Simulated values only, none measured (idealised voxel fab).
voxel wiring stack: a process module
Cross-section cut spans 190 nm and uses square cells 5 nm in size.
When this document writes out a cross-section, it uses a grid of square cells and lists it as bands, beginning at the top and moving down, with a band standing for one or more rows of cells. Basically the band line says how high the top is and how high the bottom is, in nm, and then what's in it from left to right, every material with its width in nm. Empty space shows up as "empty", and if a single material carries "edge to edge" it runs the full band edge to edge. Heights are measured from 0, the level below which the as-received wafer is all one material; the lowest band has no bottom and continues downward, written as in "0 -> down". Width spec "30..40" -> top row of cells at first value, bottom row at second value, equal per-row change in between. What does "nothing was modified" mean for a step? It means no cell of the cross-section changed in that step. Entry "Enclosed voids" = empty spaces >= 8 cells with no open way to the top; each as width x height at distance, distance from left edge, all nm. Read whatever lies past the settings on a step's line as the simulator's own remark about the step. For masked steps, "overlay nm" on the step line gives how far right of plan the mask actually lay; a minus sign means it lay to the left. For the reader: what remains of this document is a series of pairs, each showing a cross-section before one process step and a cross-section after that step which reaches down only to the lowest band that changed, with the step between them and its settings set out under the pair. It should not be assumed that a pair continues from the pair above it; the pairs can come from different runs of this module on the same starting wafer, and such continuity exists only where the entry headed "Before processing step" says so.
Before processing step:
  165 -> 145: resist (55)  empty (25)  resist (30)  empty (25)  resist (55)
  145 -> 135: aC (55)  empty (25)  aC (30)  empty (25)  aC (55)
  135 -> 130: SiCN edge to edge
  130 -> 105: lowk edge to edge
  105 -> 90: lowk (55)  TiN (5)  Ru (15)  TiN (5)  lowk (30)  TiN (5)  Ru (15)  TiN (5)  lowk (55)
  90 -> 85: lowk (55)  TiN (5)  Ru (5)  TiN (15)  lowk (30)  TiN (5)  Ru (5)  TiN (15)  lowk (55)
  85 -> 75: lowk (55)  TiN (5)  Ru (5)  TiN (5)  lowk (40)  TiN (5)  Ru (5)  TiN (5)  lowk (65)
  75 -> 70: SiCN (55)  TiN (15)  SiCN (40)  TiN (15)  SiCN (65)
  70 -> 55: SiO2 (50)  SiN (5)  Ru (25)  SiN (5)  SiO2 (20)  SiN (5)  Ru (25)  SiN (5)  SiO2 (50)
  55 -> 50: SiN (55)  TiN (25)  SiN (30)  TiN (25)  SiN (55)
  50 -> 40: lowk (55)  Ru (15)  lowk (120)
  40 -> 35: SiCN (55)  Ru (15)  SiCN (120)
  35 -> 15: lowk (55)  TiN (5)  Cu (15)  TiN (5)  lowk (30)  TiN (5)  Cu (15)  TiN (5)  lowk (55)
  15 -> 10: SiCN (55)  TiN (25)  SiCN (30)  TiN (25)  SiCN (55)
  10 -> 0: SiO2 edge to edge
  0 -> down: Si edge to edge
  Enclosed voids: none
Post-Process View:
  145 -> 135: aC (55)  empty (25)  aC (30)  empty (25)  aC (55)
  No changes below 135.
  Enclosed voids: none
Formally, the process step situated between the two cross-sections above is op STRIP | etch materials resist
Before processing step: cross-section not repeated; it is the one shown after the step in the pair just above.
Post-Process View:
  145 -> 135: aC (55)  empty (25)  aC (30)  empty (25)  aC (55)
  135 -> 130: SiCN (55)  empty (25)  SiCN (30)  empty (25)  SiCN (55)
  No changes below 130.
  Enclosed voids: none
Formally, the process step situated between the two cross-sections above is op DIRECTIONAL_ETCH | etch materials SiCN | depth nm 5
Before processing step: cross-section not repeated; it is the one shown after the step in the pair just above.
Post-Process View:
  135 -> 130: SiCN (55)  empty (25)  SiCN (30)  empty (25)  SiCN (55)
  No changes below 130.
  Enclosed voids: none
Formally, the process step situated between the two cross-sections above is op STRIP | etch materials aC
Before processing step: cross-section not repeated; it is the one shown after the step in the pair just above.
Post-Process View:
  140 -> 135: TiN (60)  empty (15)  TiN (40)  empty (15)  TiN (60)
  135 -> 130: SiCN (55)  TiN (25)  SiCN (30)  TiN (25)  SiCN (55)
  No changes below 130.
  Enclosed voids: none
Formally, the process step situated between the two cross-sections above is op CONFORMAL_DEP | material TiN | thk nm 5
Before processing step: cross-section not repeated; it is the one shown after the step in the pair just above.
Post-Process View:
  150 -> 140: Cu edge to edge
  140 -> 135: TiN (60)  Cu (15)  TiN (40)  Cu (15)  TiN (60)
  No changes below 135.
  Enclosed voids: none
Formally, the process step situated between the two cross-sections above is op FILL_DEP | material Cu | thk nm 10
Before processing step: cross-section not repeated; it is the one shown after the step in the pair just above.
Post-Process View:
  135 -> 130: SiCN (55)  TiN (25)  SiCN (30)  TiN (25)  SiCN (55)
  No changes below 130.
  Enclosed voids: none
Formally, the process step situated between the two cross-sections above is op CMP | height nm 135
Before processing step: cross-section not repeated; it is the one shown after the step in the pair just above.
Post-Process View:
  140 -> 135: SiCN edge to edge
  No changes below 135.
  Enclosed voids: none
Formally, the process step situated between the two cross-sections above is op CONFORMAL_DEP | material SiCN | thk nm 5
Before processing step:
  45 -> 40: Cu edge to edge
  40 -> 35: TiN (60)  Cu (15)  TiN (40)  Cu (15)  TiN (60)
  35 -> 15: lowk (55)  TiN (5)  Cu (15)  TiN (5)  lowk (30)  TiN (5)  Cu (15)  TiN (5)  lowk (55)
  15 -> 10: SiCN (55)  TiN (25)  SiCN (30)  TiN (25)  SiCN (55)
  10 -> 0: SiO2 edge to edge
  0 -> down: Si edge to edge
  Enclosed voids: none
Post-Process View:
  30 -> 15: lowk (55)  TiN (5)  Cu (15)  TiN (5)  lowk (30)  TiN (5)  Cu (15)  TiN (5)  lowk (55)
  No changes below 15.
  Enclosed voids: none
Formally, the process step situated between the two cross-sections above is op CMP | height nm 30
Before processing step: cross-section not repeated; it is the one shown after the step in the pair just above.
Post-Process View:
  35 -> 30: SiCN edge to edge
  No changes below 30.
  Enclosed voids: none
Formally, the process step situated between the two cross-sections above is op CONFORMAL_DEP | material SiCN | thk nm 5
Before processing step: cross-section not repeated; it is the one shown after the step in the pair just above.
Post-Process View:
  45 -> 35: lowk edge to edge
  No changes below 35.
  Enclosed voids: none
Formally, the process step situated between the two cross-sections above is op DIRECTIONAL_DEP | material lowk | thk nm 10
Before processing step: cross-section not repeated; it is the one shown after the step in the pair just above.
Post-Process View:
  55 -> 45: aC edge to edge
  No changes below 45.
  Enclosed voids: none
Formally, the process step situated between the two cross-sections above is op DIRECTIONAL_DEP | material aC | thk nm 10
Before processing step: cross-section not repeated; it is the one shown after the step in the pair just above.
Post-Process View:
  85 -> 55: resist (55)  empty (15)  resist (120)
  No changes below 55.
  Enclosed voids: none
Formally, the process step situated between the two cross-sections above is op PATTERN | tone open | mask id PLUG_1 | material resist | width nm 15 | thk nm 30 | overlay nm 0
Before processing step: cross-section not repeated; it is the one shown after the step in the pair just above.
Post-Process View:
  75 -> 55: resist (55)  empty (15)  resist (120)
  55 -> 45: aC (55)  empty (15)  aC (120)
  No changes below 45.
  Enclosed voids: none
Formally, the process step situated between the two cross-sections above is op DIRECTIONAL_ETCH | etch materials aC | depth nm 10
Before processing step: cross-section not repeated; it is the one shown after the step in the pair just above.
Post-Process View:
  55 -> 45: aC (55)  empty (15)  aC (120)
  No changes below 45.
  Enclosed voids: none
Formally, the process step situated between the two cross-sections above is op STRIP | etch materials resist
Before processing step: cross-section not repeated; it is the one shown after the step in the pair just above.
Post-Process View:
  55 -> 45: aC (55)  empty (15)  aC (120)
  45 -> 35: lowk (55)  empty (15)  lowk (120)
  No changes below 35.
  Enclosed voids: none
Formally, the process step situated between the two cross-sections above is op DIRECTIONAL_ETCH | etch materials lowk | depth nm 10
Before processing step: cross-section not repeated; it is the one shown after the step in the pair just above.
Post-Process View:
  55 -> 45: aC (55)  empty (15)  aC (120)
  45 -> 35: lowk (55)  empty (15)  lowk (120)
  35 -> 30: SiCN (55)  empty (15)  SiCN (120)
  No changes below 30.
  Enclosed voids: none
Formally, the process step situated between the two cross-sections above is op DIRECTIONAL_ETCH | etch materials SiCN | depth nm 5
Before processing step: cross-section not repeated; it is the one shown after the step in the pair just above.
Post-Process View:
  45 -> 35: lowk (55)  empty (15)  lowk (120)
  No changes below 35.
  Enclosed voids: none
Formally, the process step situated between the two cross-sections above is op STRIP | etch materials aC
Before processing step: cross-section not repeated; it is the one shown after the step in the pair just above.
Post-Process View:
  45 -> 40: lowk (55)  empty (15)  lowk (120)
  40 -> 35: lowk (55)  Ru (15)  lowk (120)
  35 -> 30: SiCN (55)  Ru (15)  SiCN (120)
  No changes below 30.
  Enclosed voids: none
Formally, the process step situated between the two cross-sections above is op EPI | material Ru | thk nm 10
Before processing step: cross-section not repeated; it is the one shown after the step in the pair just above.
Post-Process View:
  45 -> 35: lowk (55)  Ru (15)  lowk (120)
  No changes below 35.
  Enclosed voids: none
Formally, the process step situated between the two cross-sections above is op EPI | material Ru | thk nm 5
Before processing step: cross-section not repeated; it is the one shown after the step in the pair just above.
Post-Process View:
  50 -> 45: TiN edge to edge
  No changes below 45.
  Enclosed voids: none
Formally, the process step situated between the two cross-sections above is op DIRECTIONAL_DEP | material TiN | thk nm 5
Before processing step: cross-section not repeated; it is the one shown after the step in the pair just above.
Post-Process View:
  65 -> 50: Ru edge to edge
  No changes below 50.
  Enclosed voids: none
Formally, the process step situated between the two cross-sections above is op DIRECTIONAL_DEP | material Ru | thk nm 15
Before processing step: cross-section not repeated; it is the one shown after the step in the pair just above.
Post-Process View:
  75 -> 65: aC edge to edge
  No changes below 65.
  Enclosed voids: none
Formally, the process step situated between the two cross-sections above is op DIRECTIONAL_DEP | material aC | thk nm 10
Before processing step: cross-section not repeated; it is the one shown after the step in the pair just above.
Post-Process View:
  105 -> 75: empty (55)  resist (25)  empty (30)  resist (25)  empty (55)
  No changes below 75.
  Enclosed voids: none
Formally, the process step situated between the two cross-sections above is op PATTERN | tone cover | mask id METAL_2 | material resist | width nm 25 | pitch nm 55 | thk nm 30 | overlay nm 0
Before processing step: cross-section not repeated; it is the one shown after the step in the pair just above.
Post-Process View:
  95 -> 75: empty (55)  resist (25)  empty (30)  resist (25)  empty (55)
  75 -> 65: empty (55)  aC (25)  empty (30)  aC (25)  empty (55)
  No changes below 65.
  Enclosed voids: none
Formally, the process step situated between the two cross-sections above is op DIRECTIONAL_ETCH | etch materials aC | depth nm 10
Before processing step: cross-section not repeated; it is the one shown after the step in the pair just above.
Post-Process View:
  75 -> 65: empty (55)  aC (25)  empty (30)  aC (25)  empty (55)
  No changes below 65.
  Enclosed voids: none
Formally, the process step situated between the two cross-sections above is op STRIP | etch materials resist
Before processing step: cross-section not repeated; it is the one shown after the step in the pair just above.
Post-Process View:
  75 -> 65: empty (55)  aC (25)  empty (30)  aC (25)  empty (55)
  65 -> 50: empty (55)  Ru (25)  empty (30)  Ru (25)  empty (55)
  No changes below 50.
  Enclosed voids: none
Formally, the process step situated between the two cross-sections above is op DIRECTIONAL_ETCH | etch materials Ru | depth nm 15
Before processing step: cross-section not repeated; it is the one shown after the step in the pair just above.
Post-Process View:
  75 -> 65: empty (55)  aC (25)  empty (30)  aC (25)  empty (55)
  65 -> 50: empty (55)  Ru (25)  empty (30)  Ru (25)  empty (55)
  50 -> 45: empty (55)  TiN (25)  empty (30)  TiN (25)  empty (55)
  No changes below 45.
  Enclosed voids: none
Formally, the process step situated between the two cross-sections above is op DIRECTIONAL_ETCH | etch materials TiN | depth nm 5
Before processing step: cross-section not repeated; it is the one shown after the step in the pair just above.
Post-Process View:
  65 -> 50: empty (55)  Ru (25)  empty (30)  Ru (25)  empty (55)
  No changes below 50.
  Enclosed voids: none
Formally, the process step situated between the two cross-sections above is op STRIP | etch materials aC
Before processing step: cross-section not repeated; it is the one shown after the step in the pair just above.
Post-Process View:
  70 -> 65: empty (50)  SiN (35)  empty (20)  SiN (35)  empty (50)
  65 -> 50: empty (50)  SiN (5)  Ru (25)  SiN (5)  empty (20)  SiN (5)  Ru (25)  SiN (5)  empty (50)
  50 -> 45: SiN (55)  TiN (25)  SiN (30)  TiN (25)  SiN (55)
  No changes below 45.
  Enclosed voids: none
Formally, the process step situated between the two cross-sections above is op CONFORMAL_DEP | material SiN | thk nm 5
Before processing step: cross-section not repeated; it is the one shown after the step in the pair just above.
Post-Process View:
  80 -> 70: SiO2 edge to edge
  70 -> 65: SiO2 (50)  SiN (35)  SiO2 (20)  SiN (35)  SiO2 (50)
  65 -> 50: SiO2 (50)  SiN (5)  Ru (25)  SiN (5)  SiO2 (20)  SiN (5)  Ru (25)  SiN (5)  SiO2 (50)
  No changes below 50.
  Enclosed voids: none
Formally, the process step situated between the two cross-sections above is op FILL_DEP | material SiO2 | thk nm 10
Before processing step: cross-section not repeated; it is the one shown after the step in the pair just above.
Post-Process View:
  70 -> 65: SiO2 (50)  SiN (35)  SiO2 (20)  SiN (35)  SiO2 (50)
  No changes below 65.
  Enclosed voids: none
Formally, the process step situated between the two cross-sections above is op CMP | height nm 70
Before processing step: cross-section not repeated; it is the one shown after the step in the pair just above.
Post-Process View:
  75 -> 70: SiCN edge to edge
  No changes below 70.
  Enclosed voids: none
Formally, the process step situated between the two cross-sections above is op CONFORMAL_DEP | material SiCN | thk nm 5
Before processing step: cross-section not repeated; it is the one shown after the step in the pair just above.
Post-Process View:
  105 -> 75: lowk edge to edge
  No changes below 75.
  Enclosed voids: none
Formally, the process step situated between the two cross-sections above is op DIRECTIONAL_DEP | material lowk | thk nm 30
Before processing step: cross-section not repeated; it is the one shown after the step in the pair just above.
Post-Process View:
  120 -> 105: aC edge to edge
  No changes below 105.
  Enclosed voids: none
Formally, the process step situated between the two cross-sections above is op DIRECTIONAL_DEP | material aC | thk nm 15
Before processing step: cross-section not repeated; it is the one shown after the step in the pair just above.
Post-Process View:
  155 -> 120: resist (55)  empty (25)  resist (30)  empty (25)  resist (55)
  No changes below 120.
  Enclosed voids: none
Formally, the process step situated between the two cross-sections above is op PATTERN | tone open | mask id METAL_3 | material resist | width nm 25 | pitch nm 55 | thk nm 35 | overlay nm 0
Before processing step: cross-section not repeated; it is the one shown after the step in the pair just above.
Post-Process View:
  140 -> 120: resist (55)  empty (25)  resist (30)  empty (25)  resist (55)
  120 -> 105: aC (55)  empty (25)  aC (30)  empty (25)  aC (55)
  No changes below 105.
  Enclosed voids: none
Formally, the process step situated between the two cross-sections above is op DIRECTIONAL_ETCH | etch materials aC | depth nm 15
Before processing step: cross-section not repeated; it is the one shown after the step in the pair just above.
Post-Process View:
  120 -> 105: aC (55)  empty (25)  aC (30)  empty (25)  aC (55)
  No changes below 105.
  Enclosed voids: none
Formally, the process step situated between the two cross-sections above is op STRIP | etch materials resist
Before processing step: cross-section not repeated; it is the one shown after the step in the pair just above.
Post-Process View:
  120 -> 105: aC (55)  empty (25)  aC (30)  empty (25)  aC (55)
  105 -> 85: lowk (55)  empty (25)  lowk (30)  empty (25)  lowk (55)
  No changes below 85.
  Enclosed voids: none
Formally, the process step situated between the two cross-sections above is op DIRECTIONAL_ETCH | etch materials lowk | depth nm 20
Before processing step: cross-section not repeated; it is the one shown after the step in the pair just above.
Post-Process View:
  105 -> 85: lowk (55)  empty (25)  lowk (30)  empty (25)  lowk (55)
  No changes below 85.
  Enclosed voids: none
Formally, the process step situated between the two cross-sections above is op STRIP | etch materials aC
Before processing step: cross-section not repeated; it is the one shown after the step in the pair just above.
Post-Process View:
  120 -> 105: resist (55)  empty (15)  resist (40)  empty (15)  resist (65)
  105 -> 85: lowk (55)  empty (15)  resist (10)  lowk (30)  empty (15)  resist (10)  lowk (55)
  No changes below 85.
  Enclosed voids: none
Formally, the process step situated between the two cross-sections above is op PATTERN | tone open | mask id METAL_3_HOLES | material resist | width nm 15 | pitch nm 55 | thk nm 15 | overlay nm 0
Before processing step: cross-section not repeated; it is the one shown after the step in the pair just above.
Post-Process View:
  120 -> 105: resist (55)  empty (15)  resist (40)  empty (15)  resist (65)
  105 -> 85: lowk (55)  empty (15)  resist (10)  lowk (30)  empty (15)  resist (10)  lowk (55)
  85 -> 75: lowk (55)  empty (15)  lowk (40)  empty (15)  lowk (65)
  No changes below 75.
  Enclosed voids: none
Formally, the process step situated between the two cross-sections above is op DIRECTIONAL_ETCH | etch materials lowk | depth nm 10
Before processing step: cross-section not repeated; it is the one shown after the step in the pair just above.
Post-Process View:
  120 -> 105: resist (55)  empty (15)  resist (40)  empty (15)  resist (65)
  105 -> 85: lowk (55)  empty (15)  resist (10)  lowk (30)  empty (15)  resist (10)  lowk (55)
  85 -> 75: lowk (55)  empty (15)  lowk (40)  empty (15)  lowk (65)
  75 -> 70: SiCN (55)  empty (15)  SiCN (40)  empty (15)  SiCN (65)
  No changes below 70.
  Enclosed voids: none
Formally, the process step situated between the two cross-sections above is op DIRECTIONAL_ETCH | etch materials SiCN | depth nm 5
Before processing step: cross-section not repeated; it is the one shown after the step in the pair just above.
Post-Process View:
  105 -> 85: lowk (55)  empty (25)  lowk (30)  empty (25)  lowk (55)
  No changes below 85.
  Enclosed voids: none
Formally, the process step situated between the two cross-sections above is op STRIP | etch materials resist
Before processing step: cross-section not repeated; it is the one shown after the step in the pair just above.
Post-Process View:
  110 -> 105: TiN (60)  empty (15)  TiN (40)  empty (15)  TiN (60)
  105 -> 90: lowk (55)  TiN (5)  empty (15)  TiN (5)  lowk (30)  TiN (5)  empty (15)  TiN (5)  lowk (55)
  90 -> 85: lowk (55)  TiN (5)  empty (5)  TiN (15)  lowk (30)  TiN (5)  empty (5)  TiN (15)  lowk (55)
  85 -> 75: lowk (55)  TiN (5)  empty (5)  TiN (5)  lowk (40)  TiN (5)  empty (5)  TiN (5)  lowk (65)
  75 -> 70: SiCN (55)  TiN (15)  SiCN (40)  TiN (15)  SiCN (65)
  No changes below 70.
  Enclosed voids: none
Formally, the process step situated between the two cross-sections above is op CONFORMAL_DEP | material TiN | thk nm 5
Before processing step: cross-section not repeated; it is the one shown after the step in the pair just above.
Post-Process View:
  115 -> 110: Ru edge to edge
  110 -> 105: TiN (60)  Ru (15)  TiN (40)  Ru (15)  TiN (60)
  105 -> 90: lowk (55)  TiN (5)  Ru (15)  TiN (5)  lowk (30)  TiN (5)  Ru (15)  TiN (5)  lowk (55)
  90 -> 85: lowk (55)  TiN (5)  Ru (5)  TiN (15)  lowk (30)  TiN (5)  Ru (5)  TiN (15)  lowk (55)
  85 -> 75: lowk (55)  TiN (5)  Ru (5)  TiN (5)  lowk (40)  TiN (5)  Ru (5)  TiN (5)  lowk (65)
  No changes below 75.
  Enclosed voids: none
Formally, the process step situated between the two cross-sections above is op FILL_DEP | material Ru | thk nm 5
Before processing step: cross-section not repeated; it is the one shown after the step in the pair just above.
Post-Process View:
  105 -> 90: lowk (55)  TiN (5)  Ru (15)  TiN (5)  lowk (30)  TiN (5)  Ru (15)  TiN (5)  lowk (55)
  No changes below 90.
  Enclosed voids: none
Formally, the process step situated between the two cross-sections above is op CMP | height nm 105
Before processing step: cross-section not repeated; it is the one shown after the step in the pair just above.
Post-Process View:
  110 -> 105: SiCN edge to edge
  No changes below 105.
  Enclosed voids: none
Formally, the process step situated between the two cross-sections above is op CONFORMAL_DEP | material SiCN | thk nm 5
Before processing step: cross-section not repeated; it is the one shown after the step in the pair just above.
Post-Process View:
  135 -> 110: lowk edge to edge
  No changes below 110.
  Enclosed voids: none
Formally, the process step situated between the two cross-sections above is op DIRECTIONAL_DEP | material lowk | thk nm 25
Before processing step: cross-section not repeated; it is the one shown after the step in the pair just above.
Post-Process View:
  135 -> 110: lowk (55)  empty (15)  lowk (40)  empty (15)  lowk (65)
  No changes below 110.
  Enclosed voids: none
Formally, the process step situated between the two cross-sections above is op MASKED_ETCH | tone open | mask id METAL_4_HOLES | width nm 15 | pitch nm 55 | etch materials lowk | depth nm 25 | overlay nm 0
Before processing step: cross-section not repeated; it is the one shown after the step in the pair just above.
Post-Process View:
  145 -> 135: aC (55)  empty (15)  aC (40)  empty (15)  aC (65)
  135 -> 120: lowk (55)  empty (15)  lowk (40)  empty (15)  lowk (65)
  120 -> 110: lowk (55)  aC (15)  lowk (40)  aC (15)  lowk (65)
  No changes below 110.
  Enclosed voids: none
Formally, the process step situated between the two cross-sections above is op DIRECTIONAL_DEP | material aC | thk nm 10
Before processing step: cross-section not repeated; it is the one shown after the step in the pair just above.
Post-Process View:
  175 -> 145: resist (55)  empty (25)  resist (30)  empty (25)  resist (55)
  No changes below 145.
  Enclosed voids: none
Formally, the process step situated between the two cross-sections above is op PATTERN | tone open | mask id METAL_4 | material resist | width nm 25 | pitch nm 55 | thk nm 30 | overlay nm 0
Before processing step: cross-section not repeated; it is the one shown after the step in the pair just above.
Post-Process View:
  165 -> 145: resist (55)  empty (25)  resist (30)  empty (25)  resist (55)
  145 -> 135: aC (55)  empty (25)  aC (30)  empty (25)  aC (55)
  135 -> 110: lowk (55)  empty (15)  lowk (40)  empty (15)  lowk (65)
  No changes below 110.
  Enclosed voids: none
Formally, the process step situated between the two cross-sections above is op DIRECTIONAL_ETCH | etch materials aC | depth nm 10
Before processing step: cross-section not repeated; it is the one shown after the step in the pair just above.
Post-Process View:
  145 -> 135: aC (55)  empty (25)  aC (30)  empty (25)  aC (55)
  No changes below 135.
  Enclosed voids: none
Formally, the process step situated between the two cross-sections above is op STRIP | etch materials resist
Before processing step: cross-section not repeated; it is the one shown after the step in the pair just above.
Post-Process View:
  145 -> 135: aC (55)  empty (25)  aC (30)  empty (25)  aC (55)
  135 -> 120: lowk (55)  empty (25)  lowk (30)  empty (25)  lowk (55)
  No changes below 120.
  Enclosed voids: none
Formally, the process step situated between the two cross-sections above is op DIRECTIONAL_ETCH | etch materials lowk | depth nm 15
Before processing step: cross-section not repeated; it is the one shown after the step in the pair just above.
Post-Process View:
  145 -> 135: aC (55)  empty (25)  aC (30)  empty (25)  aC (55)
  135 -> 120: lowk (55)  empty (25)  lowk (30)  empty (25)  lowk (55)
  120 -> 110: lowk (55)  empty (15)  lowk (40)  empty (15)  lowk (65)
  110 -> 105: SiCN (55)  empty (15)  SiCN (40)  empty (15)  SiCN (65)
  No changes below 105.
  Enclosed voids: none
Formally, the process step situated between the two cross-sections above is op DIRECTIONAL_ETCH | etch materials SiCN | depth nm 5
Before processing step: cross-section not repeated; it is the one shown after the step in the pair just above.
Post-Process View:
  135 -> 120: lowk (55)  empty (25)  lowk (30)  empty (25)  lowk (55)
  No changes below 120.
  Enclosed voids: none
Formally, the process step situated between the two cross-sections above is op STRIP | etch materials aC
Before processing step: cross-section not repeated; it is the one shown after the step in the pair just above.
Post-Process View:
  140 -> 135: TiN (60)  empty (15)  TiN (40)  empty (15)  TiN (60)
  135 -> 125: lowk (55)  TiN (5)  empty (15)  TiN (5)  lowk (30)  TiN (5)  empty (15)  TiN (5)  lowk (55)
  125 -> 120: lowk (55)  TiN (5)  empty (5)  TiN (15)  lowk (30)  TiN (5)  empty (5)  TiN (15)  lowk (55)
  120 -> 110: lowk (55)  TiN (5)  empty (5)  TiN (5)  lowk (40)  TiN (5)  empty (5)  TiN (5)  lowk (65)
  110 -> 105: SiCN (55)  TiN (15)  SiCN (40)  TiN (15)  SiCN (65)
  No changes below 105.
  Enclosed voids: none
Formally, the process step situated between the two cross-sections above is op CONFORMAL_DEP | material TiN | thk nm 5
Before processing step: cross-section not repeated; it is the one shown after the step in the pair just above.
Post-Process View:
  150 -> 140: Cu edge to edge
  140 -> 135: TiN (60)  Cu (15)  TiN (40)  Cu (15)  TiN (60)
  135 -> 125: lowk (55)  TiN (5)  Cu (15)  TiN (5)  lowk (30)  TiN (5)  Cu (15)  TiN (5)  lowk (55)
  125 -> 120: lowk (55)  TiN (5)  Cu (5)  TiN (15)  lowk (30)  TiN (5)  Cu (5)  TiN (15)  lowk (55)
  120 -> 110: lowk (55)  TiN (5)  Cu (5)  TiN (5)  lowk (40)  TiN (5)  Cu (5)  TiN (5)  lowk (65)
  No changes below 110.
  Enclosed voids: none
Formally, the process step situated between the two cross-sections above is op FILL_DEP | material Cu | thk nm 10
Before processing step: cross-section not repeated; it is the one shown after the step in the pair just above.
Post-Process View:
  135 -> 125: lowk (55)  TiN (5)  Cu (15)  TiN (5)  lowk (30)  TiN (5)  Cu (15)  TiN (5)  lowk (55)
  No changes below 125.
  Enclosed voids: none
Formally, the process step situated between the two cross-sections above is op CMP | height nm 135
Before processing step: cross-section not repeated; it is the one shown after the step in the pair just above.
Post-Process View:
  140 -> 135: SiCN edge to edge
  No changes below 135.
  Enclosed voids: none
Formally, the process step situated between the two cross-sections above is op CONFORMAL_DEP | material SiCN | thk nm 5
Before processing step:
  80 -> 70: aC edge to edge
  70 -> 55: Ru edge to edge
  55 -> 50: TiN edge to edge
  50 -> 40: lowk (55)  Ru (15)  lowk (120)
  40 -> 35: SiCN (55)  Ru (15)  SiCN (120)
  35 -> 15: lowk (55)  TiN (5)  Cu (15)  TiN (5)  lowk (30)  TiN (5)  Cu (15)  TiN (5)  lowk (55)
  15 -> 10: SiCN (55)  TiN (25)  SiCN (30)  TiN (25)  SiCN (55)
  10 -> 0: SiO2 edge to edge
  0 -> down: Si edge to edge
  Enclosed voids: none
Post-Process View:
  110 -> 80: empty (55)  resist (30)  empty (25)  resist (30)  empty (50)
  No changes below 80.
  Enclosed voids: none
Formally, the process step situated between the two cross-sections above is op PATTERN | tone cover | mask id METAL_2 | material resist | width nm 30 | pitch nm 55 | thk nm 30 | overlay nm 0
Before processing step: cross-section not repeated; it is the one shown after the step in the pair just above.
Post-Process View:
  100 -> 80: empty (55)  resist (30)  empty (25)  resist (30)  empty (50)
  80 -> 70: empty (55)  aC (30)  empty (25)  aC (30)  empty (50)
  No changes below 70.
  Enclosed voids: none
Formally, the process step situated between the two cross-sections above is op DIRECTIONAL_ETCH | etch materials aC | depth nm 10
Before processing step: cross-section not repeated; it is the one shown after the step in the pair just above.
Post-Process View:
  80 -> 70: empty (55)  aC (30)  empty (25)  aC (30)  empty (50)
  No changes below 70.
  Enclosed voids: none
Formally, the process step situated between the two cross-sections above is op STRIP | etch materials resist
Before processing step: cross-section not repeated; it is the one shown after the step in the pair just above.
Post-Process View:
  80 -> 70: empty (55)  aC (30)  empty (25)  aC (30)  empty (50)
  70 -> 55: empty (55)  Ru (30)  empty (25)  Ru (30)  empty (50)
  No changes below 55.
  Enclosed voids: none
Formally, the process step situated between the two cross-sections above is op DIRECTIONAL_ETCH | etch materials Ru | depth nm 15
Before processing step: cross-section not repeated; it is the one shown after the step in the pair just above.
Post-Process View:
  80 -> 70: empty (55)  aC (30)  empty (25)  aC (30)  empty (50)
  70 -> 55: empty (55)  Ru (30)  empty (25)  Ru (30)  empty (50)
  55 -> 50: empty (55)  TiN (30)  empty (25)  TiN (30)  empty (50)
  No changes below 50.
  Enclosed voids: none
Formally, the process step situated between the two cross-sections above is op DIRECTIONAL_ETCH | etch materials TiN | depth nm 5
Before processing step: cross-section not repeated; it is the one shown after the step in the pair just above.
Post-Process View:
  70 -> 55: empty (55)  Ru (30)  empty (25)  Ru (30)  empty (50)
  No changes below 55.
  Enclosed voids: none
Formally, the process step situated between the two cross-sections above is op STRIP | etch materials aC
Before processing step: cross-section not repeated; it is the one shown after the step in the pair just above.
Post-Process View:
  75 -> 70: empty (50)  SiN (40)  empty (15)  SiN (40)  empty (45)
  70 -> 55: empty (50)  SiN (5)  Ru (30)  SiN (5)  empty (15)  SiN (5)  Ru (30)  SiN (5)  empty (45)
  55 -> 50: SiN (55)  TiN (30)  SiN (25)  TiN (30)  SiN (50)
  No changes below 50.
  Enclosed voids: none
Formally, the process step situated between the two cross-sections above is op CONFORMAL_DEP | material SiN | thk nm 5
Before processing step: cross-section not repeated; it is the one shown after the step in the pair just above.
Post-Process View:
  85 -> 75: SiO2 edge to edge
  75 -> 70: SiO2 (50)  SiN (40)  SiO2 (15)  SiN (40)  SiO2 (45)
  70 -> 55: SiO2 (50)  SiN (5)  Ru (30)  SiN (5)  SiO2 (15)  SiN (5)  Ru (30)  SiN (5)  SiO2 (45)
  No changes below 55.
  Enclosed voids: none
Formally, the process step situated between the two cross-sections above is op FILL_DEP | material SiO2 | thk nm 10
Before processing step: cross-section not repeated; it is the one shown after the step in the pair just above.
Post-Process View:
  70 -> 55: SiO2 (50)  SiN (5)  Ru (30)  SiN (5)  SiO2 (15)  SiN (5)  Ru (30)  SiN (5)  SiO2 (45)
  No changes below 55.
  Enclosed voids: none
Formally, the process step situated between the two cross-sections above is op CMP | height nm 70
Before processing step: cross-section not repeated; it is the one shown after the step in the pair just above.
Post-Process View:
  75 -> 70: SiCN edge to edge
  No changes below 70.
  Enclosed voids: none
Formally, the process step situated between the two cross-sections above is op CONFORMAL_DEP | material SiCN | thk nm 5
Before processing step: cross-section not repeated; it is the one shown after the step in the pair just above.
Post-Process View:
  105 -> 75: lowk edge to edge
  No changes below 75.
  Enclosed voids: none
Formally, the process step situated between the two cross-sections above is op DIRECTIONAL_DEP | material lowk | thk nm 30
Before processing step: cross-section not repeated; it is the one shown after the step in the pair just above.
Post-Process View:
  120 -> 105: aC edge to edge
  No changes below 105.
  Enclosed voids: none
Formally, the process step situated between the two cross-sections above is op DIRECTIONAL_DEP | material aC | thk nm 15
Before processing step: cross-section not repeated; it is the one shown after the step in the pair just above.
Post-Process View:
  155 -> 120: resist (55)  empty (25)  resist (30)  empty (25)  resist (55)
  No changes below 120.
  Enclosed voids: none
Formally, the process step situated between the two cross-sections above is op PATTERN | tone open | mask id METAL_3 | material resist | width nm 25 | pitch nm 55 | thk nm 35 | overlay nm 0
Before processing step: cross-section not repeated; it is the one shown after the step in the pair just above.
Post-Process View:
  140 -> 120: resist (55)  empty (25)  resist (30)  empty (25)  resist (55)
  120 -> 105: aC (55)  empty (25)  aC (30)  empty (25)  aC (55)
  No changes below 105.
  Enclosed voids: none
Formally, the process step situated between the two cross-sections above is op DIRECTIONAL_ETCH | etch materials aC | depth nm 15
Before processing step: cross-section not repeated; it is the one shown after the step in the pair just above.
Post-Process View:
  120 -> 105: aC (55)  empty (25)  aC (30)  empty (25)  aC (55)
  No changes below 105.
  Enclosed voids: none
Formally, the process step situated between the two cross-sections above is op STRIP | etch materials resist
Before processing step: cross-section not repeated; it is the one shown after the step in the pair just above.
Post-Process View:
  120 -> 105: aC (55)  empty (25)  aC (30)  empty (25)  aC (55)
  105 -> 85: lowk (55)  empty (25)  lowk (30)  empty (25)  lowk (55)
  No changes below 85.
  Enclosed voids: none
Formally, the process step situated between the two cross-sections above is op DIRECTIONAL_ETCH | etch materials lowk | depth nm 20
Before processing step: cross-section not repeated; it is the one shown after the step in the pair just above.
Post-Process View:
  105 -> 85: lowk (55)  empty (25)  lowk (30)  empty (25)  lowk (55)
  No changes below 85.
  Enclosed voids: none
Formally, the process step situated between the two cross-sections above is op STRIP | etch materials aC
